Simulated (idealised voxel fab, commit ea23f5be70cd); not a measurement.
Process module name: voxel ribs on slabs
Each square cell in cross-section cut measures 5 nm, and the section as a whole is 140 nm wide.
For the purposes of this document, a cross-section shall be understood as a grid of square cells, specified as bands listed in top-to-bottom order, each band consisting of one or more rows of cells. Basically the band line says how high the top is and how high the bottom is, in nm, and then what's in it from left to right, every material with its width in nm. Empty space shows up as "air", and if a single material carries "edge to edge" it runs the full band edge to edge. We count height from 0. Below that, the starting wafer is all one material. The lowest band never ends at the bottom but goes on down; see "z 0 and below" for how that is written. Width "30->40": first value at the band's top row of cells, second value at its bottom row, equal change from row to row. You'll sometimes find "remains unaltered" written for a step, and that's the way of saying that nowhere in the cross-section did a cell change during that step. Entry "closed voids". Content: empty spaces with no open connection to the top, size 8 cells or greater. Each: width x height at distance. Distance: from left edge. Unit: nm. Where a step's line continues beyond its settings, the continuation is a remark by the simulator itself on that step. Among the settings permitted on a step's line is "overlay nm"; applied to a step with a mask, it specifies the extent to which the mask lay to the right of its planned position, whereas a negative figure signifies a position to the left.

## Process steps - plan
| 1 | RECEIVE,material Si |
| 2 | DIRECTIONAL_DEP,material SiO2,thk nm 20 |
| 3 | DIRECTIONAL_DEP,material polySi,thk nm 20 |
| 4 | DIRECTIONAL_DEP,material aC,thk nm 10 |
| 5 | PATTERN,tone cover,mask id RIB,material resist,width nm 20,thk nm 30,overlay nm 0 |
| 6 | DIRECTIONAL_ETCH,etch materials aC,depth nm 10 |
| 7 | STRIP,etch materials resist |
| 8 | DIRECTIONAL_ETCH,etch materials polySi,depth nm 15 |
| 9 | STRIP,etch materials aC |
| 10 | MASKED_ETCH,tone cover,mask id SLAB,width nm 50,etch materials polySi,depth nm 5,overlay nm 0 |
| 11 | FILL_DEP,material SiO2,thk nm 20 |
| 12 | CMP,height nm 55 |
| 13 | DIRECTIONAL_DEP,material W,thk nm 10 |
| 14 | MASKED_ETCH,tone cover,mask id HEATER,width nm 30,etch materials W,depth nm 10,overlay nm -15 |
| 15 | CONFORMAL_DEP,material SiN,thk nm 5 |
Variable across wafers: step 14 overlay nm (plan value is that of the first wafer; starting state common to all).

## Cross-section: the first of several wafers in its as-received state, i.e. following step 1
	z 0 and below | Si edge to edge
	closed voids: none

## Take a look at the first of several wafers in cross-section: the module is done, and step 15 was its last step
	z 70 to 65 | air (35) / SiN (40) / air (65)
	z 65 to 60 | air (35) / SiN (5) / W (30) / SiN (5) / air (65)
	z 60 to 55 | SiN (40) / W (30) / SiN (70)
	z 55 to 40 | SiO2 edge to edge
	z 40 to 25 | SiO2 (60) / polySi (20) / SiO2 (60)
	z 25 to 20 | SiO2 (45) / polySi (50) / SiO2 (45)
	z 20 to 0 | SiO2 edge to edge
	z 0 and below | Si edge to edge
	closed voids: none

## So this is the cross-section on the last wafer at the end of the module
	z 70 to 65 | air (65) / SiN (40) / air (35)
	z 65 to 60 | air (65) / SiN (5) / W (30) / SiN (5) / air (35)
	z 60 to 55 | SiN (70) / W (30) / SiN (40)
	z 55 to 40 | SiO2 edge to edge
	z 40 to 25 | SiO2 (60) / polySi (20) / SiO2 (60)
	z 25 to 20 | SiO2 (45) / polySi (50) / SiO2 (45)
	z 20 to 0 | SiO2 edge to edge
	z 0 and below | Si edge to edge
	closed voids: none

## Quick key for the table: a row per wafer, taken at the end of the module. For each material it tells you how many cells the wafer gained (+) or lost (-) since it came in, and the closed voids come after
overlay nm -15, +32 SiN, +286 SiO2, +12 W, +22 polySi, closed voids: none
overlay nm -10, +32 SiN, +286 SiO2, +12 W, +22 polySi, closed voids: none
overlay nm -5, +32 SiN, +286 SiO2, +12 W, +22 polySi, closed voids: none
overlay nm 0, +32 SiN, +286 SiO2, +12 W, +22 polySi, closed voids: none
overlay nm 5, +32 SiN, +286 SiO2, +12 W, +22 polySi, closed voids: none
overlay nm 10, +32 SiN, +286 SiO2, +12 W, +22 polySi, closed voids: none
overlay nm 15, +32 SiN, +286 SiO2, +12 W, +22 polySi, closed voids: none
